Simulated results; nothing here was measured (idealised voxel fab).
process module | voxel wiring stack
cross-section cut | 150 nm wide | cells 5 nm
A cross-section is a grid of square cells, given in bands from the top down. A band is one or more rows of cells.
Each band's line starts with the height of the band's top and of its bottom, in nm. Then come its materials from left to right, each with its width in nm. One material with "throughout" fills the band from edge to edge. "air" is empty space.
Height 0 is the level under which the wafer as received is all one material. The lowest band goes on downwards, as in "0 down".
A width such as "30 to 40" changes by the same amount from each row of cells to the next, from the band's top row to its bottom row.
"no change" after a step means that no cell of the cross-section changed.
closed voids: empty space of 8 cells or more with no open way to the top, each as width x height at its distance from the left edge, in nm
after a step's settings: what the simulator itself notes on the step
overlay nm, on a step with a mask: how far to the right of its planned place the mask lay; to the left if negative
plan
1 op RECEIVE | material Si
2 op CONFORMAL_DEP | material SiO2 | thk nm 10
3 op DIRECTIONAL_DEP | material TiN | thk nm 5
4 op DIRECTIONAL_DEP | material W | thk nm 20
5 op MASKED_ETCH | tone cover | mask id METAL_1 | width nm 20 | pitch nm 35 | etch materials W | depth nm 20 | overlay nm 0
6 op MASKED_ETCH | tone cover | mask id METAL_1 | width nm 20 | pitch nm 35 | etch materials TiN | depth nm 5 | overlay nm 0
7 op FILL_DEP | material lowk | thk nm 10
8 op CMP | height nm 35
9 op CONFORMAL_DEP | material SiCN | thk nm 5
10 op DIRECTIONAL_DEP | material SiO2 | thk nm 20
11 op MASKED_ETCH | tone open | mask id PLUG_1 | width nm 15 | etch materials SiO2 | depth nm 20 | overlay nm 0
12 op MASKED_ETCH | tone open | mask id PLUG_1 | width nm 15 | etch materials SiCN | depth nm 5 | overlay nm 0
13 op CONFORMAL_DEP | material TiN | thk nm 5
14 op FILL_DEP | material Ru | thk nm 5
15 op CMP | height nm 60
16 op CONFORMAL_DEP | material SiCN | thk nm 5
17 op DIRECTIONAL_DEP | material lowk | thk nm 25
18 op DIRECTIONAL_DEP | material aC | thk nm 10
19 op PATTERN | tone open | mask id METAL_2 | material resist | width nm 20 | pitch nm 35 | thk nm 25 | overlay nm 0
20 op DIRECTIONAL_ETCH | etch materials aC | depth nm 10
21 op STRIP | etch materials resist
22 op DIRECTIONAL_ETCH | etch materials lowk | depth nm 25
23 op DIRECTIONAL_ETCH | etch materials SiCN | depth nm 5
24 op STRIP | etch materials aC
25 op CONFORMAL_DEP | material TiN | thk nm 5
26 op FILL_DEP | material Ru | thk nm 5
27 op CMP | height nm 90
28 op EPI | material Ru | thk nm 5
29 op FILL_DEP | material SiCN | thk nm 5
first wafer, as planned
as received, after step 1
  0 down: Si throughout
  closed voids: none
after step 2
  10 to 0: SiO2 throughout
  below 0: unchanged
after step 3
  15 to 10: TiN throughout
  below 10: unchanged
after step 4
  35 to 15: W throughout
  below 15: unchanged
after step 5
  35 to 15: air 45 | W 20 | air 15 | W 20 | air 50
  below 15: unchanged
after step 6
  35 to 15: air 45 | W 20 | air 15 | W 20 | air 50
  15 to 10: air 45 | TiN 20 | air 15 | TiN 20 | air 50
  below 10: unchanged
after step 7
  45 to 35: lowk throughout
  35 to 15: lowk 45 | W 20 | lowk 15 | W 20 | lowk 50
  15 to 10: lowk 45 | TiN 20 | lowk 15 | TiN 20 | lowk 50
  below 10: unchanged
after step 8
  35 to 15: lowk 45 | W 20 | lowk 15 | W 20 | lowk 50
  below 15: unchanged
after step 9
  40 to 35: SiCN throughout
  below 35: unchanged
after step 10
  60 to 40: SiO2 throughout
  below 40: unchanged
after step 11
  60 to 40: SiO2 45 | air 15 | SiO2 90
  below 40: unchanged
after step 12
  60 to 40: SiO2 45 | air 15 | SiO2 90
  40 to 35: SiCN 45 | air 15 | SiCN 90
  below 35: unchanged
after step 13
  65 to 60: TiN 50 | air 5 | TiN 95
  60 to 40: SiO2 45 | TiN 5 | air 5 | TiN 5 | SiO2 90
  40 to 35: SiCN 45 | TiN 15 | SiCN 90
  below 35: unchanged
after step 14
  70 to 65: Ru throughout
  65 to 60: TiN 50 | Ru 5 | TiN 95
  60 to 40: SiO2 45 | TiN 5 | Ru 5 | TiN 5 | SiO2 90
  below 40: unchanged
after step 15
  60 to 40: SiO2 45 | TiN 5 | Ru 5 | TiN 5 | SiO2 90
  below 40: unchanged
after step 16
  65 to 60: SiCN throughout
  below 60: unchanged
after step 17
  90 to 65: lowk throughout
  below 65: unchanged
after step 18
  100 to 90: aC throughout
  below 90: unchanged
after step 19
  125 to 100: resist 45 | air 20 | resist 15 | air 20 | resist 50
  below 100: unchanged
after step 20
  115 to 100: resist 45 | air 20 | resist 15 | air 20 | resist 50
  100 to 90: aC 45 | air 20 | aC 15 | air 20 | aC 50
  below 90: unchanged
after step 21
  100 to 90: aC 45 | air 20 | aC 15 | air 20 | aC 50
  below 90: unchanged
after step 22
  100 to 90: aC 45 | air 20 | aC 15 | air 20 | aC 50
  90 to 65: lowk 45 | air 20 | lowk 15 | air 20 | lowk 50
  below 65: unchanged
after step 23
  100 to 90: aC 45 | air 20 | aC 15 | air 20 | aC 50
  90 to 65: lowk 45 | air 20 | lowk 15 | air 20 | lowk 50
  65 to 60: SiCN 45 | air 20 | SiCN 15 | air 20 | SiCN 50
  below 60: unchanged
after step 24
  90 to 65: lowk 45 | air 20 | lowk 15 | air 20 | lowk 50
  below 65: unchanged
after step 25
  95 to 90: TiN 50 | air 10 | TiN 25 | air 10 | TiN 55
  90 to 65: lowk 45 | TiN 5 | air 10 | TiN 5 | lowk 15 | TiN 5 | air 10 | TiN 5 | lowk 50
  65 to 60: SiCN 45 | TiN 20 | SiCN 15 | TiN 20 | SiCN 50
  below 60: unchanged
after step 26
  100 to 95: Ru throughout
  95 to 90: TiN 50 | Ru 10 | TiN 25 | Ru 10 | TiN 55
  90 to 65: lowk 45 | TiN 5 | Ru 10 | TiN 5 | lowk 15 | TiN 5 | Ru 10 | TiN 5 | lowk 50
  below 65: unchanged
after step 27
  90 to 65: lowk 45 | TiN 5 | Ru 10 | TiN 5 | lowk 15 | TiN 5 | Ru 10 | TiN 5 | lowk 50
  below 65: unchanged
after step 28
  95 to 90: air 40 | Ru 30 | air 5 | Ru 30 | air 45
  below 90: unchanged
after step 29
  100 to 95: SiCN throughout
  95 to 90: SiCN 40 | Ru 30 | SiCN 5 | Ru 30 | SiCN 45
  below 90: unchanged
second wafer: like start, like plan, one mistake. Through step 25 it matches the first wafer
when step 26 should have ended
  100 to 95: aC throughout
  95 to 90: TiN 50 | aC 10 | TiN 25 | aC 10 | TiN 55
  90 to 65: lowk 45 | TiN 5 | aC 10 | TiN 5 | lowk 15 | TiN 5 | aC 10 | TiN 5 | lowk 50
  below 65: unchanged
when step 27 should have ended
  90 to 65: lowk 45 | TiN 5 | aC 10 | TiN 5 | lowk 15 | TiN 5 | aC 10 | TiN 5 | lowk 50
  below 65: unchanged
when step 28 should have ended
  95 to 90: air 40 | Ru 30 | air 5 | Ru 30 | air 45
  below 90: unchanged
when step 29 should have ended
  100 to 95: SiCN throughout
  95 to 90: SiCN 40 | Ru 30 | SiCN 5 | Ru 30 | SiCN 45
  below 90: unchanged
what went wrong: step 26 ran as: op FILL_DEP | material aC | thk nm 5
at the end the second wafer has, in cells: 20 fewer of Ru | 20 more of aC
